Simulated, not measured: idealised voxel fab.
Presented below is a process module, voxel self aligned vias.
We display cut, a cross-section 290 nm in width whose square cells are each 5 nm.
Cross-section spec: square-cell grid; bands listed top down; each band is one or more rows. Band: top height; bottom height; in nm. Then, left to right: material with width in nm, for each material. "throughout": a single material spanning edge to edge. "blank": empty space. Heads up on the height convention: 0 is the point under which the incoming wafer is all one material, and the lowest band has no bottom, it just keeps going down, like "top 0, no bottom". When a width is written as two numbers, as in "30->40", the first number is the width in the top row of cells of the band and the second is the width in its bottom row, and the width changes by the same amount from each row to the next. "remains unaltered" means the step left every cell of the cross-section as it was. Under "Closed internal cavities" you'll find the enclosed gaps, the ones with no way out to the top, that are 8 cells or bigger; each reads width x height at distance, with distance counted from the left edge, everything in nm. On a step's line, text after the settings is the simulator commenting on that step. The "overlay nm" setting may appear on a step's line; for a step that uses a mask, it gives how far to the right of its planned position the mask lay, and a negative value indicates the left.

This section lists the process steps that were planned:
1) RECEIVE | material Si
2) CONFORMAL_DEP | material SiO2 | thk nm 15
3) CONFORMAL_DEP | material SiCN | thk nm 5
4) DIRECTIONAL_DEP | material lowk | thk nm 20
5) DIRECTIONAL_DEP | material aC | thk nm 15
6) PATTERN | tone open | mask id LINES | material resist | width nm 30 | pitch nm 75 | thk nm 35 | overlay nm 0
7) DIRECTIONAL_ETCH | etch materials aC | depth nm 15
8) STRIP | etch materials resist
9) DIRECTIONAL_ETCH | etch materials lowk | depth nm 20
10) STRIP | etch materials aC
11) CONFORMAL_DEP | material TiN | thk nm 5
12) FILL_DEP | material W | thk nm 5
13) CMP | height nm 40
14) SELECTIVE_ETCH | etch materials W Ru TiN | depth nm 10
15) FILL_DEP | material SiN | thk nm 5
16) CMP | height nm 40
17) DIRECTIONAL_DEP | material lowk | thk nm 15
18) MASKED_ETCH | tone open | mask id VIAS | width nm 50 | pitch nm 75 | etch materials lowk | depth nm 15 | overlay nm 0
19) MASKED_ETCH | tone open | mask id VIAS | width nm 50 | pitch nm 75 | etch materials SiN | depth nm 10 | overlay nm 0
20) CONFORMAL_DEP | material TiN | thk nm 5
21) FILL_DEP | material Ru | thk nm 10
22) CMP | height nm 55
23) CONFORMAL_DEP | material SiCN | thk nm 5

Incoming wafer, cross-sectional view, post step 1:
  top 0, no bottom: Si throughout
  Closed internal cavities: none

End state of the module in cross-section, given the above starting point and plan and one mistake in execution:
  top 60, bottom 55: SiCN throughout
  top 55, bottom 45: 45 nm lowk  5 nm TiN  40 nm Ru  5 nm TiN  25 nm lowk  5 nm TiN  40 nm Ru  5 nm TiN  25 nm lowk  5 nm TiN  40 nm Ru  5 nm TiN  45 nm lowk
  top 45, bottom 35: 45 nm lowk  5 nm TiN  20 nm Ru  25->5 nm TiN  25->45 nm lowk  5 nm TiN  20 nm Ru  25->5 nm TiN  25->45 nm lowk  5 nm TiN  20 nm Ru  25->5 nm TiN  45->65 nm lowk
  top 35, bottom 30: 45 nm lowk  30 nm TiN  45 nm lowk  30 nm TiN  45 nm lowk  30 nm TiN  65 nm lowk
  top 30, bottom 25: 45 nm lowk  5 nm TiN  20 nm W  5 nm TiN  45 nm lowk  5 nm TiN  20 nm W  5 nm TiN  45 nm lowk  5 nm TiN  20 nm W  5 nm TiN  65 nm lowk
  top 25, bottom 20: 45 nm lowk  30 nm TiN  45 nm lowk  30 nm TiN  45 nm lowk  30 nm TiN  65 nm lowk
  top 20, bottom 15: SiCN throughout
  top 15, bottom 0: SiO2 throughout
  top 0, no bottom: Si throughout
  Closed internal cavities: none
In executing the process, a mistake was made relative to the plan: step 6 was not run as planned; what actually ran was PATTERN | tone open | mask id LINES | material resist | width nm 30 | pitch nm 75 | thk nm 35 | overlay nm -10
